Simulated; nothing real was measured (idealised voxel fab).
voxel ribs on slabs: a process module
The figure presents cross-section cut, which has a width of 260 nm and is divided into square cells with an edge length of 5 nm.
Cross-section = grid of square cells, listed top down in bands; band = one or more rows. The entry gives the band's vertical extent as a top height and a bottom height in nm, then its horizontal make-up as materials from left to right, each with a width in nm. "empty" stands for empty space; a single material marked "full width" fills the band edge to edge. Convention: height 0 is the level below which the wafer, as received, is all one material. The lowest band does not terminate at the bottom but continues downward, represented as "0 -> down". Width: "30 to 40" (first number = top row, second number = bottom row, same change from row to row of cells). No cell of the cross-section changed in a step that is given as "nothing changed". If an empty space has no open way to the top and is at least 8 cells in size, "Tabulated closed voids" lists it, written width x height at distance, where distance is measured from the left edge and every value is in nm. Read whatever lies past the settings on a step's line as the simulator's own remark about the step. On any step carrying a mask, the "overlay nm" setting, if present on the step's line, tells how far right of its planned place the mask lay; negative values point to the left.

# Process steps foreseen in the plan
| 1 | RECEIVE, material Si |
| 2 | DIRECTIONAL_DEP, material SiO2, thk nm 20 |
| 3 | DIRECTIONAL_DEP, material SiN, thk nm 15 |
| 4 | DIRECTIONAL_DEP, material aC, thk nm 10 |
| 5 | PATTERN, tone cover, mask id RIB, material resist, width nm 20, thk nm 25, overlay nm 0 |
| 6 | DIRECTIONAL_ETCH, etch materials aC, depth nm 10 |
| 7 | STRIP, etch materials resist |
| 8 | DIRECTIONAL_ETCH, etch materials SiN, depth nm 10 |
| 9 | STRIP, etch materials aC |
| 10 | MASKED_ETCH, tone cover, mask id SLAB, width nm 70, etch materials SiN, depth nm 5, overlay nm 0 |
| 11 | FILL_DEP, material SiO2, thk nm 20 |
| 12 | CMP, height nm 45 |
| 13 | DIRECTIONAL_DEP, material TiN, thk nm 10 |
| 14 | PATTERN, tone cover, mask id HEATER, material resist, width nm 30, thk nm 15, overlay nm -15 |
| 15 | DIRECTIONAL_ETCH, etch materials TiN, depth nm 10 |
| 16 | STRIP, etch materials resist |
| 17 | CONFORMAL_DEP, material SiO2, thk nm 10 |
Quick note for whoever runs this: the wafers start identical, but the overlay nm at step 14 isn't the same across them. The plan just shows what the first wafer had.

# Cross-section: the first of several wafers in its as-received state, i.e. following step 1
  0 -> down: Si full width
  Tabulated closed voids: none

# wafer rows; end of module; cells per material since receipt: (+) gained, (-) lost; then closed voids
overlay nm -15; +22 SiN; +558 SiO2; +12 TiN; Tabulated closed voids: none
overlay nm -10; +22 SiN; +558 SiO2; +12 TiN; Tabulated closed voids: none
overlay nm -5; +22 SiN; +558 SiO2; +12 TiN; Tabulated closed voids: none
overlay nm 0; +22 SiN; +558 SiO2; +12 TiN; Tabulated closed voids: none
overlay nm 5; +22 SiN; +558 SiO2; +12 TiN; Tabulated closed voids: none
overlay nm 10; +22 SiN; +558 SiO2; +12 TiN; Tabulated closed voids: none
overlay nm 15; +22 SiN; +558 SiO2; +12 TiN; Tabulated closed voids: none
